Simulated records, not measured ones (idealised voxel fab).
Title: Process Module voxel wiring stack
The figure presents cross-section cut, which has a width of 245 nm and is divided into square cells with an edge length of 5 nm.
A cross-section is a grid of square cells, given in bands from the top down. A band is one or more rows of cells.
Quick guide to a band line: top height, bottom height (nm) up front; then every material left to right with its width in nm. Only one material and it's marked "all across"? Then it fills the band edge to edge. And "empty" just means empty space.
For the purposes of this specification, 0 denotes the height below which the wafer in its as-received condition is composed wholly of one material, and the lowermost band, lacking a lower limit, extends downward without end, as expressed in "from 0 down".
A width such as "30->40" changes by the same amount from each row of cells to the next, from the band's top row to its bottom row.
"left unchanged" after a step means that no cell of the cross-section changed.
Reported under the label "Non-vented voids" are the empty spaces having no open way to the top and comprising 8 cells or more; the notation for each is width x height at distance, in which the distance is measured from the left edge and all three values are in nm.
Formally, on a step line, whatever follows the settings is a remark that the simulator itself makes on the step.
overlay nm: mask right of planned place by this much (step with mask). Neg. = left.
Each of the pairs that make up the rest of this document says: here is the cross-section before one process step, here is the cross-section after it, drawn only down to the lowest band that changed, and here, under the pair, is the step lying between them with its settings. Different pairs may come from different runs of this module on the same starting wafer, so a pair continues from the pair above it only where its entry headed "State before" says so.

State before
* from 130 to 125: SiCN all across
* from 125 to 120: 80 of SiCN, 30 of Ru, 20 of SiCN, 30 of Ru, 85 of SiCN
* from 120 to 105: 85 of SiO2, 5 of TiN, 10 of W, 5 of TiN, 30 of SiO2, 5 of TiN, 10 of W, 5 of TiN, 90 of SiO2
* from 105 to 100: 85 of SiN, 20 of TiN, 30 of SiN, 20 of TiN, 90 of SiN
* from 100 to 90: lowk all across
* from 90 to 85: 80 of lowk, 30 of SiN, 20 of lowk, 30 of SiN, 85 of lowk
* from 85 to 65: 80 of lowk, 5 of SiN, 20 of Ru, 5 of SiN, 20 of lowk, 5 of SiN, 20 of Ru, 5 of SiN, 85 of lowk
* from 65 to 60: 85 of SiN, 20 of TiN, 30 of SiN, 20 of TiN, 90 of SiN
* from 60 to 45: 85 of SiO2, 15 of Ru, 145 of SiO2
* from 45 to 40: 85 of SiCN, 15 of Ru, 145 of SiCN
* from 40 to 20: 85 of lowk, 20 of W, 30 of lowk, 20 of W, 90 of lowk
* from 20 to 15: 85 of lowk, 20 of TiN, 30 of lowk, 20 of TiN, 90 of lowk
* from 15 to 0: SiO2 all across
* from 0 down: Si all across
* Non-vented voids: none

Cross-Section Thereafter
* from 160 to 130: lowk all across
* Under the height 130 nothing was changed.
* Non-vented voids: none
Here is the step that sits between the two cross-sections above: DIRECTIONAL_DEP (material lowk; thk nm 30)

State before: as shown after the step in the preceding pair, directly above.

Cross-Section Thereafter
* from 160 to 130: 85 of lowk, 15 of empty, 35 of lowk, 15 of empty, 95 of lowk
* Under the height 130 nothing was changed.
* Non-vented voids: none
Here is the step that sits between the two cross-sections above: MASKED_ETCH (tone open; mask id METAL_4_HOLES; width nm 15; pitch nm 50; etch materials lowk; depth nm 30; overlay nm 0)

State before: as shown after the step in the preceding pair, directly above.

Cross-Section Thereafter
* from 180 to 160: 85 of resist, 20 of empty, 30 of resist, 20 of empty, 90 of resist
* Under the height 160 nothing was changed.
* Non-vented voids: none
Here is the step that sits between the two cross-sections above: PATTERN (tone open; mask id METAL_4; material resist; width nm 20; pitch nm 50; thk nm 20; overlay nm 0)

State before: as shown after the step in the preceding pair, directly above.

Cross-Section Thereafter
* from 180 to 160: 85 of resist, 20 of empty, 30 of resist, 20 of empty, 90 of resist
* from 160 to 145: 85 of lowk, 20 of empty, 30 of lowk, 20 of empty, 90 of lowk
* Under the height 145 nothing was changed.
* Non-vented voids: none
Here is the step that sits between the two cross-sections above: DIRECTIONAL_ETCH (etch materials lowk; depth nm 15)

State before: as shown after the step in the preceding pair, directly above.

Cross-Section Thereafter
* from 180 to 160: 85 of resist, 20 of empty, 30 of resist, 20 of empty, 90 of resist
* from 160 to 145: 85 of lowk, 20 of empty, 30 of lowk, 20 of empty, 90 of lowk
* from 145 to 130: 85 of lowk, 15 of empty, 35 of lowk, 15 of empty, 95 of lowk
* from 130 to 125: 85 of SiCN, 15 of empty, 35 of SiCN, 15 of empty, 95 of SiCN
* Under the height 125 nothing was changed.
* Non-vented voids: none
Here is the step that sits between the two cross-sections above: DIRECTIONAL_ETCH (etch materials SiCN; depth nm 5)

State before: as shown after the step in the preceding pair, directly above.

Cross-Section Thereafter
* from 160 to 145: 85 of lowk, 20 of empty, 30 of lowk, 20 of empty, 90 of lowk
* Under the height 145 nothing was changed.
* Non-vented voids: none
Here is the step that sits between the two cross-sections above: STRIP (etch materials resist)

State before: as shown after the step in the preceding pair, directly above.

Cross-Section Thereafter
* from 165 to 160: 90 of TiN, 10 of empty, 40 of TiN, 10 of empty, 95 of TiN
* from 160 to 150: 85 of lowk, 5 of TiN, 10 of empty, 5 of TiN, 30 of lowk, 5 of TiN, 10 of empty, 5 of TiN, 90 of lowk
* from 150 to 145: 85 of lowk, 5 of TiN, 5 of empty, 10 of TiN, 30 of lowk, 5 of TiN, 5 of empty, 10 of TiN, 90 of lowk
* from 145 to 130: 85 of lowk, 5 of TiN, 5 of empty, 5 of TiN, 35 of lowk, 5 of TiN, 5 of empty, 5 of TiN, 95 of lowk
* from 130 to 125: 85 of SiCN, 15 of TiN, 35 of SiCN, 15 of TiN, 95 of SiCN
* Under the height 125 nothing was changed.
* Non-vented voids: none
Here is the step that sits between the two cross-sections above: CONFORMAL_DEP (material TiN; thk nm 5)

State before: as shown after the step in the preceding pair, directly above.

Cross-Section Thereafter
* from 170 to 165: Cu all across
* from 165 to 160: 90 of TiN, 10 of Cu, 40 of TiN, 10 of Cu, 95 of TiN
* from 160 to 150: 85 of lowk, 5 of TiN, 10 of Cu, 5 of TiN, 30 of lowk, 5 of TiN, 10 of Cu, 5 of TiN, 90 of lowk
* from 150 to 145: 85 of lowk, 5 of TiN, 5 of Cu, 10 of TiN, 30 of lowk, 5 of TiN, 5 of Cu, 10 of TiN, 90 of lowk
* from 145 to 130: 85 of lowk, 5 of TiN, 5 of Cu, 5 of TiN, 35 of lowk, 5 of TiN, 5 of Cu, 5 of TiN, 95 of lowk
* Under the height 130 nothing was changed.
* Non-vented voids: none
Here is the step that sits between the two cross-sections above: FILL_DEP (material Cu; thk nm 5)

State before: as shown after the step in the preceding pair, directly above.

Cross-Section Thereafter
* from 160 to 150: 85 of lowk, 5 of TiN, 10 of Cu, 5 of TiN, 30 of lowk, 5 of TiN, 10 of Cu, 5 of TiN, 90 of lowk
* Under the height 150 nothing was changed.
* Non-vented voids: none
Here is the step that sits between the two cross-sections above: CMP (height nm 160)

State before: as shown after the step in the preceding pair, directly above.

Cross-Section Thereafter
* from 165 to 160: SiCN all across
* Under the height 160 nothing was changed.
* Non-vented voids: none
Here is the step that sits between the two cross-sections above: CONFORMAL_DEP (material SiCN; thk nm 5)

State before
* from 60 to 45: 85 of SiO2, 15 of Ru, 145 of SiO2
* from 45 to 40: 85 of SiCN, 15 of Ru, 145 of SiCN
* from 40 to 20: 85 of lowk, 20 of W, 30 of lowk, 20 of W, 90 of lowk
* from 20 to 15: 85 of lowk, 20 of TiN, 30 of lowk, 20 of TiN, 90 of lowk
* from 15 to 0: SiO2 all across
* from 0 down: Si all across
* Non-vented voids: none

Cross-Section Thereafter
* from 70 to 60: 75 of empty, 35 of Ru, 135 of empty
* Under the height 60 nothing was changed.
* Non-vented voids: none
Here is the step that sits between the two cross-sections above: EPI (material Ru; thk nm 10)

State before: as shown after the step in the preceding pair, directly above.

Cross-Section Thereafter
* from 75 to 70: 75 of empty, 35 of TiN, 135 of empty
* from 70 to 65: 75 of empty, 35 of Ru, 135 of empty
* from 65 to 60: 75 of TiN, 35 of Ru, 135 of TiN
* Under the height 60 nothing was changed.
* Non-vented voids: none
Here is the step that sits between the two cross-sections above: DIRECTIONAL_DEP (material TiN; thk nm 5)

State before: as shown after the step in the preceding pair, directly above.

Cross-Section Thereafter
* from 95 to 85: 75 of empty, 35 of Ru, 135 of empty
* from 85 to 75: Ru all across
* from 75 to 70: 75 of Ru, 35 of TiN, 135 of Ru
* from 70 to 65: Ru all across
* Under the height 65 nothing was changed.
* Non-vented voids: none
Here is the step that sits between the two cross-sections above: DIRECTIONAL_DEP (material Ru; thk nm 20)

State before: as shown after the step in the preceding pair, directly above.

Cross-Section Thereafter
* from 95 to 85: 85 of empty, 20 of Ru, 140 of empty
* from 85 to 75: 85 of empty, 20 of Ru, 30 of empty, 20 of Ru, 90 of empty
* from 75 to 70: 75 of empty, 35 of TiN, 25 of empty, 20 of Ru, 90 of empty
* from 70 to 65: 75 of empty, 35 of Ru, 25 of empty, 20 of Ru, 90 of empty
* Under the height 65 nothing was changed.
* Non-vented voids: none
Here is the step that sits between the two cross-sections above: MASKED_ETCH (tone cover; mask id METAL_2; width nm 20; pitch nm 50; etch materials Ru; depth nm 20; overlay nm 0)

State before: as shown after the step in the preceding pair, directly above.

Cross-Section Thereafter
* from 95 to 85: 85 of empty, 20 of Ru, 140 of empty
* from 85 to 75: 85 of empty, 20 of Ru, 30 of empty, 20 of Ru, 90 of empty
* from 75 to 70: 85 of empty, 20 of TiN, 30 of empty, 20 of Ru, 90 of empty
* from 70 to 65: 75 of empty, 35 of Ru, 25 of empty, 20 of Ru, 90 of empty
* from 65 to 60: 75 of empty, 35 of Ru, 25 of empty, 20 of TiN, 90 of empty
* Under the height 60 nothing was changed.
* Non-vented voids: none
Here is the step that sits between the two cross-sections above: MASKED_ETCH (tone cover; mask id METAL_2; width nm 20; pitch nm 50; etch materials TiN; depth nm 5; overlay nm 0)

State before: as shown after the step in the preceding pair, directly above.

Cross-Section Thereafter
* from 100 to 95: 80 of empty, 30 of SiN, 135 of empty
* from 95 to 90: 80 of empty, 5 of SiN, 20 of Ru, 5 of SiN, 135 of empty
* from 90 to 85: 80 of empty, 5 of SiN, 20 of Ru, 5 of SiN, 20 of empty, 30 of SiN, 85 of empty
* from 85 to 75: 80 of empty, 5 of SiN, 20 of Ru, 5 of SiN, 20 of empty, 5 of SiN, 20 of Ru, 5 of SiN, 85 of empty
* from 75 to 70: 70 of empty, 15 of SiN, 20 of TiN, 10 of SiN, 15 of empty, 5 of SiN, 20 of Ru, 5 of SiN, 85 of empty
* from 70 to 65: 70 of empty, 5 of SiN, 35 of Ru, 5 of SiN, 15 of empty, 5 of SiN, 20 of Ru, 5 of SiN, 85 of empty
* from 65 to 60: 75 of SiN, 35 of Ru, 25 of SiN, 20 of TiN, 90 of SiN
* Under the height 60 nothing was changed.
* Non-vented voids: none
Here is the step that sits between the two cross-sections above: CONFORMAL_DEP (material SiN; thk nm 5)

State before: as shown after the step in the preceding pair, directly above.

Cross-Section Thereafter
* from 110 to 100: lowk all across
* from 100 to 95: 80 of lowk, 30 of SiN, 135 of lowk
* from 95 to 90: 80 of lowk, 5 of SiN, 20 of Ru, 5 of SiN, 135 of lowk
* from 90 to 85: 80 of lowk, 5 of SiN, 20 of Ru, 5 of SiN, 20 of lowk, 30 of SiN, 85 of lowk
* from 85 to 75: 80 of lowk, 5 of SiN, 20 of Ru, 5 of SiN, 20 of lowk, 5 of SiN, 20 of Ru, 5 of SiN, 85 of lowk
* from 75 to 70: 70 of lowk, 15 of SiN, 20 of TiN, 10 of SiN, 15 of lowk, 5 of SiN, 20 of Ru, 5 of SiN, 85 of lowk
* from 70 to 65: 70 of lowk, 5 of SiN, 35 of Ru, 5 of SiN, 15 of lowk, 5 of SiN, 20 of Ru, 5 of SiN, 85 of lowk
* Under the height 65 nothing was changed.
* Non-vented voids: none
Here is the step that sits between the two cross-sections above: FILL_DEP (material lowk; thk nm 10)

State before: as shown after the step in the preceding pair, directly above.

Cross-Section Thereafter
* from 85 to 75: 80 of lowk, 5 of SiN, 20 of Ru, 5 of SiN, 20 of lowk, 5 of SiN, 20 of Ru, 5 of SiN, 85 of lowk
* Under the height 75 nothing was changed.
* Non-vented voids: none
Here is the step that sits between the two cross-sections above: CMP (height nm 85)

State before: as shown after the step in the preceding pair, directly above.

Cross-Section Thereafter
* from 90 to 85: SiCN all across
* Under the height 85 nothing was changed.
* Non-vented voids: none
Here is the step that sits between the two cross-sections above: CONFORMAL_DEP (material SiCN; thk nm 5)

State before: as shown after the step in the preceding pair, directly above.

Cross-Section Thereafter
* from 100 to 90: lowk all across
* Under the height 90 nothing was changed.
* Non-vented voids: none
Here is the step that sits between the two cross-sections above: DIRECTIONAL_DEP (material lowk; thk nm 10)

State before: as shown after the step in the preceding pair, directly above.

Cross-Section Thereafter
* from 110 to 100: aC all across
* Under the height 100 nothing was changed.
* Non-vented voids: none
Here is the step that sits between the two cross-sections above: DIRECTIONAL_DEP (material aC; thk nm 10)

State before: as shown after the step in the preceding pair, directly above.

Cross-Section Thereafter
* from 135 to 110: 85 of resist, 15 of empty, 145 of resist
* Under the height 110 nothing was changed.
* Non-vented voids: none
Here is the step that sits between the two cross-sections above: PATTERN (tone open; mask id PLUG_2; material resist; width nm 15; thk nm 25; overlay nm 0)

State before: as shown after the step in the preceding pair, directly above.

Cross-Section Thereafter
* from 125 to 110: 85 of resist, 15 of empty, 145 of resist
* from 110 to 100: 85 of aC, 15 of empty, 145 of aC
* Under the height 100 nothing was changed.
* Non-vented voids: none
Here is the step that sits between the two cross-sections above: DIRECTIONAL_ETCH (etch materials aC; depth nm 10)

State before: as shown after the step in the preceding pair, directly above.

Cross-Section Thereafter
* from 110 to 100: 85 of aC, 15 of empty, 145 of aC
* Under the height 100 nothing was changed.
* Non-vented voids: none
Here is the step that sits between the two cross-sections above: STRIP (etch materials resist)

State before: as shown after the step in the preceding pair, directly above.

Cross-Section Thereafter
* from 110 to 100: 85 of aC, 15 of empty, 145 of aC
* from 100 to 90: 85 of lowk, 15 of empty, 145 of lowk
* Under the height 90 nothing was changed.
* Non-vented voids: none
Here is the step that sits between the two cross-sections above: DIRECTIONAL_ETCH (etch materials lowk; depth nm 10)

State before: as shown after the step in the preceding pair, directly above.

Cross-Section Thereafter
* from 110 to 100: 85 of aC, 15 of empty, 145 of aC
* from 100 to 90: 85 of lowk, 15 of empty, 145 of lowk
* from 90 to 85: 85 of SiCN, 15 of empty, 145 of SiCN
* Under the height 85 nothing was changed.
* Non-vented voids: none
Here is the step that sits between the two cross-sections above: DIRECTIONAL_ETCH (etch materials SiCN; depth nm 5)

State before: as shown after the step in the preceding pair, directly above.

Cross-Section Thereafter
* from 100 to 90: 85 of lowk, 15 of empty, 145 of lowk
* Under the height 90 nothing was changed.
* Non-vented voids: none
Here is the step that sits between the two cross-sections above: STRIP (etch materials aC)

State before: as shown after the step in the preceding pair, directly above.

Cross-Section Thereafter
* from 105 to 100: 90 of TiN, 5 of empty, 150 of TiN
* from 100 to 90: 85 of lowk, 5 of TiN, 5 of empty, 5 of TiN, 145 of lowk
* from 90 to 85: 85 of SiCN, 15 of TiN, 145 of SiCN
* Under the height 85 nothing was changed.
* Non-vented voids: none
Here is the step that sits between the two cross-sections above: CONFORMAL_DEP (material TiN; thk nm 5)

State before: as shown after the step in the preceding pair, directly above.

Cross-Section Thereafter
* from 110 to 105: Cu all across
* from 105 to 100: 90 of TiN, 5 of Cu, 150 of TiN
* from 100 to 90: 85 of lowk, 5 of TiN, 5 of Cu, 5 of TiN, 145 of lowk
* Under the height 90 nothing was changed.
* Non-vented voids: none
Here is the step that sits between the two cross-sections above: FILL_DEP (material Cu; thk nm 5)

State before: as shown after the step in the preceding pair, directly above.

Cross-Section Thereafter
* from 100 to 90: 85 of lowk, 5 of TiN, 5 of Cu, 5 of TiN, 145 of lowk
* Under the height 90 nothing was changed.
* Non-vented voids: none
Here is the step that sits between the two cross-sections above: CMP (height nm 100)

State before: as shown after the step in the preceding pair, directly above.

Cross-Section Thereafter
* from 105 to 100: SiN all across
* Under the height 100 nothing was changed.
* Non-vented voids: none
Here is the step that sits between the two cross-sections above: CONFORMAL_DEP (material SiN; thk nm 5)

State before: as shown after the step in the preceding pair, directly above.

Cross-Section Thereafter
* from 120 to 105: SiO2 all across
* Under the height 105 nothing was changed.
* Non-vented voids: none
Here is the step that sits between the two cross-sections above: DIRECTIONAL_DEP (material SiO2; thk nm 15)

State before: as shown after the step in the preceding pair, directly above.

Cross-Section Thereafter
* from 140 to 120: 85 of resist, 20 of empty, 30 of resist, 20 of empty, 90 of resist
* Under the height 120 nothing was changed.
* Non-vented voids: none
Here is the step that sits between the two cross-sections above: PATTERN (tone open; mask id METAL_3; material resist; width nm 20; pitch nm 50; thk nm 20; overlay nm 0)

State before: as shown after the step in the preceding pair, directly above.

Cross-Section Thereafter
* from 140 to 120: 85 of resist, 20 of empty, 30 of resist, 20 of empty, 90 of resist
* from 120 to 105: 85 of SiO2, 20 of empty, 30 of SiO2, 20 of empty, 90 of SiO2
* Under the height 105 nothing was changed.
* Non-vented voids: none
Here is the step that sits between the two cross-sections above: DIRECTIONAL_ETCH (etch materials SiO2; depth nm 15)

State before: as shown after the step in the preceding pair, directly above.

Cross-Section Thereafter
* from 140 to 120: 85 of resist, 20 of empty, 30 of resist, 20 of empty, 90 of resist
* from 120 to 105: 85 of SiO2, 20 of empty, 30 of SiO2, 20 of empty, 90 of SiO2
* from 105 to 100: 85 of SiN, 20 of empty, 30 of SiN, 20 of empty, 90 of SiN
* Under the height 100 nothing was changed.
* Non-vented voids: none
Here is the step that sits between the two cross-sections above: DIRECTIONAL_ETCH (etch materials SiN; depth nm 5)

State before: as shown after the step in the preceding pair, directly above.

Cross-Section Thereafter
* from 120 to 105: 85 of SiO2, 20 of empty, 30 of SiO2, 20 of empty, 90 of SiO2
* Under the height 105 nothing was changed.
* Non-vented voids: none
Here is the step that sits between the two cross-sections above: STRIP (etch materials resist)

State before: as shown after the step in the preceding pair, directly above.

Cross-Section Thereafter
* from 125 to 120: 90 of TiN, 10 of empty, 40 of TiN, 10 of empty, 95 of TiN
* from 120 to 105: 85 of SiO2, 5 of TiN, 10 of empty, 5 of TiN, 30 of SiO2, 5 of TiN, 10 of empty, 5 of TiN, 90 of SiO2
* from 105 to 100: 85 of SiN, 20 of TiN, 30 of SiN, 20 of TiN, 90 of SiN
* Under the height 100 nothing was changed.
* Non-vented voids: none
Here is the step that sits between the two cross-sections above: CONFORMAL_DEP (material TiN; thk nm 5)

State before: as shown after the step in the preceding pair, directly above.

Cross-Section Thereafter
* from 130 to 125: W all across
* from 125 to 120: 90 of TiN, 10 of W, 40 of TiN, 10 of W, 95 of TiN
* from 120 to 105: 85 of SiO2, 5 of TiN, 10 of W, 5 of TiN, 30 of SiO2, 5 of TiN, 10 of W, 5 of TiN, 90 of SiO2
* Under the height 105 nothing was changed.
* Non-vented voids: none
Here is the step that sits between the two cross-sections above: FILL_DEP (material W; thk nm 5)

State before: as shown after the step in the preceding pair, directly above.

Cross-Section Thereafter
* from 120 to 105: 85 of SiO2, 5 of TiN, 10 of W, 5 of TiN, 30 of SiO2, 5 of TiN, 10 of W, 5 of TiN, 90 of SiO2
* Under the height 105 nothing was changed.
* Non-vented voids: none
Here is the step that sits between the two cross-sections above: CMP (height nm 120)

State before: as shown after the step in the preceding pair, directly above.

Cross-Section Thereafter
* from 125 to 120: 80 of empty, 30 of Ru, 20 of empty, 30 of Ru, 85 of empty
* Under the height 120 nothing was changed.
* Non-vented voids: none
Here is the step that sits between the two cross-sections above: EPI (material Ru; thk nm 5)

State before: as shown after the step in the preceding pair, directly above.

Cross-Section Thereafter
* from 130 to 125: SiCN all across
* from 125 to 120: 80 of SiCN, 30 of Ru, 20 of SiCN, 30 of Ru, 85 of SiCN
* Under the height 120 nothing was changed.
* Non-vented voids: none
Here is the step that sits between the two cross-sections above: FILL_DEP (material SiCN; thk nm 5)

State before: as shown after the step in the preceding pair, directly above.

Cross-Section Thereafter
* from 160 to 130: lowk all across
* Under the height 130 nothing was changed.
* Non-vented voids: none
Here is the step that sits between the two cross-sections above: DIRECTIONAL_DEP (material lowk; thk nm 30)

State before: as shown after the step in the preceding pair, directly above.

Cross-Section Thereafter
* from 160 to 130: 85 of lowk, 15 of empty, 35 of lowk, 15 of empty, 95 of lowk
* Under the height 130 nothing was changed.
* Non-vented voids: none
Here is the step that sits between the two cross-sections above: MASKED_ETCH (tone open; mask id METAL_4_HOLES; width nm 15; pitch nm 50; etch materials lowk; depth nm 30; overlay nm 0)

State before: as shown after the step in the preceding pair, directly above.

Cross-Section Thereafter
* from 180 to 160: 85 of resist, 20 of empty, 30 of resist, 20 of empty, 90 of resist
* Under the height 160 nothing was changed.
* Non-vented voids: none
Here is the step that sits between the two cross-sections above: PATTERN (tone open; mask id METAL_4; material resist; width nm 20; pitch nm 50; thk nm 20; overlay nm 0)

State before: as shown after the step in the preceding pair, directly above.

Cross-Section Thereafter
* from 180 to 160: 85 of resist, 20 of empty, 30 of resist, 20 of empty, 90 of resist
* from 160 to 145: 85 of lowk, 20 of empty, 30 of lowk, 20 of empty, 90 of lowk
* Under the height 145 nothing was changed.
* Non-vented voids: none
Here is the step that sits between the two cross-sections above: DIRECTIONAL_ETCH (etch materials lowk; depth nm 15)

State before: as shown after the step in the preceding pair, directly above.

Cross-Section Thereafter
* from 180 to 160: 85 of resist, 20 of empty, 30 of resist, 20 of empty, 90 of resist
* from 160 to 145: 85 of lowk, 20 of empty, 30 of lowk, 20 of empty, 90 of lowk
* from 145 to 130: 85 of lowk, 15 of empty, 35 of lowk, 15 of empty, 95 of lowk
* from 130 to 125: 85 of SiCN, 15 of empty, 35 of SiCN, 15 of empty, 95 of SiCN
* Under the height 125 nothing was changed.
* Non-vented voids: none
Here is the step that sits between the two cross-sections above: DIRECTIONAL_ETCH (etch materials SiCN; depth nm 5)

State before: as shown after the step in the preceding pair, directly above.

Cross-Section Thereafter
* from 160 to 145: 85 of lowk, 20 of empty, 30 of lowk, 20 of empty, 90 of lowk
* Under the height 145 nothing was changed.
* Non-vented voids: none
Here is the step that sits between the two cross-sections above: STRIP (etch materials resist)

State before: as shown after the step in the preceding pair, directly above.

Cross-Section Thereafter
* from 165 to 160: 90 of TiN, 10 of empty, 40 of TiN, 10 of empty, 95 of TiN
* from 160 to 150: 85 of lowk, 5 of TiN, 10 of empty, 5 of TiN, 30 of lowk, 5 of TiN, 10 of empty, 5 of TiN, 90 of lowk
* from 150 to 145: 85 of lowk, 5 of TiN, 5 of empty, 10 of TiN, 30 of lowk, 5 of TiN, 5 of empty, 10 of TiN, 90 of lowk
* from 145 to 130: 85 of lowk, 5 of TiN, 5 of empty, 5 of TiN, 35 of lowk, 5 of TiN, 5 of empty, 5 of TiN, 95 of lowk
* from 130 to 125: 85 of SiCN, 15 of TiN, 35 of SiCN, 15 of TiN, 95 of SiCN
* Under the height 125 nothing was changed.
* Non-vented voids: none
Here is the step that sits between the two cross-sections above: CONFORMAL_DEP (material TiN; thk nm 5)

State before: as shown after the step in the preceding pair, directly above.

Cross-Section Thereafter
* from 170 to 165: Cu all across
* from 165 to 160: 90 of TiN, 10 of Cu, 40 of TiN, 10 of Cu, 95 of TiN
* from 160 to 150: 85 of lowk, 5 of TiN, 10 of Cu, 5 of TiN, 30 of lowk, 5 of TiN, 10 of Cu, 5 of TiN, 90 of lowk
* from 150 to 145: 85 of lowk, 5 of TiN, 5 of Cu, 10 of TiN, 30 of lowk, 5 of TiN, 5 of Cu, 10 of TiN, 90 of lowk
* from 145 to 130: 85 of lowk, 5 of TiN, 5 of Cu, 5 of TiN, 35 of lowk, 5 of TiN, 5 of Cu, 5 of TiN, 95 of lowk
* Under the height 130 nothing was changed.
* Non-vented voids: none
Here is the step that sits between the two cross-sections above: FILL_DEP (material Cu; thk nm 5)

State before: as shown after the step in the preceding pair, directly above.

Cross-Section Thereafter
* from 160 to 150: 85 of lowk, 5 of TiN, 10 of Cu, 5 of TiN, 30 of lowk, 5 of TiN, 10 of Cu, 5 of TiN, 90 of lowk
* Under the height 150 nothing was changed.
* Non-vented voids: none
Here is the step that sits between the two cross-sections above: CMP (height nm 160)

State before: as shown after the step in the preceding pair, directly above.

Cross-Section Thereafter
* from 165 to 160: SiCN all across
* Under the height 160 nothing was changed.
* Non-vented voids: none
Here is the step that sits between the two cross-sections above: CONFORMAL_DEP (material SiCN; thk nm 5)

State before
* from 60 to 45: 85 of SiO2, 15 of Ru, 145 of SiO2
* from 45 to 40: 85 of SiCN, 15 of Ru, 145 of SiCN
* from 40 to 20: 85 of lowk, 20 of W, 30 of lowk, 20 of W, 90 of lowk
* from 20 to 15: 85 of lowk, 20 of TiN, 30 of lowk, 20 of TiN, 90 of lowk
* from 15 to 0: SiO2 all across
* from 0 down: Si all across
* Non-vented voids: none

Cross-Section Thereafter
* from 80 to 60: Ru all across
* Under the height 60 nothing was changed.
* Non-vented voids: none
Here is the step that sits between the two cross-sections above: DIRECTIONAL_DEP (material Ru; thk nm 20)

State before: as shown after the step in the preceding pair, directly above.

Cross-Section Thereafter
* from 85 to 80: TiN all across
* Under the height 80 nothing was changed.
* Non-vented voids: none
Here is the step that sits between the two cross-sections above: DIRECTIONAL_DEP (material TiN; thk nm 5)

State before: as shown after the step in the preceding pair, directly above.

Cross-Section Thereafter
* from 85 to 80: 85 of empty, 20 of TiN, 30 of empty, 20 of TiN, 90 of empty
* Under the height 80 nothing was changed.
* Non-vented voids: none
Here is the step that sits between the two cross-sections above: MASKED_ETCH (tone cover; mask id METAL_2; width nm 20; pitch nm 50; etch materials TiN; depth nm 5; overlay nm 0)

State before: as shown after the step in the preceding pair, directly above.

Cross-Section Thereafter
* from 90 to 85: 80 of empty, 30 of SiN, 20 of empty, 30 of SiN, 85 of empty
* from 85 to 80: 85 of SiN, 20 of TiN, 30 of SiN, 20 of TiN, 90 of SiN
* Under the height 80 nothing was changed.
* Non-vented voids: none
Here is the step that sits between the two cross-sections above: CONFORMAL_DEP (material SiN; thk nm 5)

State before: as shown after the step in the preceding pair, directly above.

Cross-Section Thereafter
* from 100 to 90: lowk all across
* from 90 to 85: 80 of lowk, 30 of SiN, 20 of lowk, 30 of SiN, 85 of lowk
* Under the height 85 nothing was changed.
* Non-vented voids: none
Here is the step that sits between the two cross-sections above: FILL_DEP (material lowk; thk nm 10)

State before: as shown after the step in the preceding pair, directly above.

Cross-Section Thereafter
* from 85 to 80: 85 of SiN, 20 of TiN, 30 of SiN, 20 of TiN, 90 of SiN
* Under the height 80 nothing was changed.
* Non-vented voids: none
Here is the step that sits between the two cross-sections above: CMP (height nm 85)

State before: as shown after the step in the preceding pair, directly above.

Cross-Section Thereafter
* from 90 to 85: SiCN all across
* Under the height 85 nothing was changed.
* Non-vented voids: none
Here is the step that sits between the two cross-sections above: CONFORMAL_DEP (material SiCN; thk nm 5)

State before: as shown after the step in the preceding pair, directly above.

Cross-Section Thereafter
* from 100 to 90: lowk all across
* Under the height 90 nothing was changed.
* Non-vented voids: none
Here is the step that sits between the two cross-sections above: DIRECTIONAL_DEP (material lowk; thk nm 10)

State before: as shown after the step in the preceding pair, directly above.

Cross-Section Thereafter
* from 110 to 100: aC all across
* Under the height 100 nothing was changed.
* Non-vented voids: none
Here is the step that sits between the two cross-sections above: DIRECTIONAL_DEP (material aC; thk nm 10)

State before: as shown after the step in the preceding pair, directly above.

Cross-Section Thereafter
* from 135 to 110: 85 of resist, 15 of empty, 145 of resist
* Under the height 110 nothing was changed.
* Non-vented voids: none
Here is the step that sits between the two cross-sections above: PATTERN (tone open; mask id PLUG_2; material resist; width nm 15; thk nm 25; overlay nm 0)

State before: as shown after the step in the preceding pair, directly above.

Cross-Section Thereafter
* from 125 to 110: 85 of resist, 15 of empty, 145 of resist
* from 110 to 100: 85 of aC, 15 of empty, 145 of aC
* Under the height 100 nothing was changed.
* Non-vented voids: none
Here is the step that sits between the two cross-sections above: DIRECTIONAL_ETCH (etch materials aC; depth nm 10)

State before: as shown after the step in the preceding pair, directly above.

Cross-Section Thereafter
* from 110 to 100: 85 of aC, 15 of empty, 145 of aC
* Under the height 100 nothing was changed.
* Non-vented voids: none
Here is the step that sits between the two cross-sections above: STRIP (etch materials resist)

State before: as shown after the step in the preceding pair, directly above.

Cross-Section Thereafter
* from 110 to 100: 85 of aC, 15 of empty, 145 of aC
* from 100 to 90: 85 of lowk, 15 of empty, 145 of lowk
* Under the height 90 nothing was changed.
* Non-vented voids: none
Here is the step that sits between the two cross-sections above: DIRECTIONAL_ETCH (etch materials lowk; depth nm 10)

State before: as shown after the step in the preceding pair, directly above.

Cross-Section Thereafter
* from 110 to 100: 85 of aC, 15 of empty, 145 of aC
* from 100 to 90: 85 of lowk, 15 of empty, 145 of lowk
* from 90 to 85: 85 of SiCN, 15 of empty, 145 of SiCN
* Under the height 85 nothing was changed.
* Non-vented voids: none
Here is the step that sits between the two cross-sections above: DIRECTIONAL_ETCH (etch materials SiCN; depth nm 5)

State before: as shown after the step in the preceding pair, directly above.

Cross-Section Thereafter
* from 100 to 90: 85 of lowk, 15 of empty, 145 of lowk
* Under the height 90 nothing was changed.
* Non-vented voids: none
Here is the step that sits between the two cross-sections above: STRIP (etch materials aC)

State before: as shown after the step in the preceding pair, directly above.

Cross-Section Thereafter
* from 105 to 100: 90 of TiN, 5 of empty, 150 of TiN
* from 100 to 90: 85 of lowk, 5 of TiN, 5 of empty, 5 of TiN, 145 of lowk
* from 90 to 85: 85 of SiCN, 15 of TiN, 145 of SiCN
* Under the height 85 nothing was changed.
* Non-vented voids: none
Here is the step that sits between the two cross-sections above: CONFORMAL_DEP (material TiN; thk nm 5)

State before: as shown after the step in the preceding pair, directly above.

Cross-Section Thereafter
* from 110 to 105: Cu all across
* from 105 to 100: 90 of TiN, 5 of Cu, 150 of TiN
* from 100 to 90: 85 of lowk, 5 of TiN, 5 of Cu, 5 of TiN, 145 of lowk
* Under the height 90 nothing was changed.
* Non-vented voids: none
Here is the step that sits between the two cross-sections above: FILL_DEP (material Cu; thk nm 5)

State before: as shown after the step in the preceding pair, directly above.

Cross-Section Thereafter
* from 100 to 90: 85 of lowk, 5 of TiN, 5 of Cu, 5 of TiN, 145 of lowk
* Under the height 90 nothing was changed.
* Non-vented voids: none
Here is the step that sits between the two cross-sections above: CMP (height nm 100)
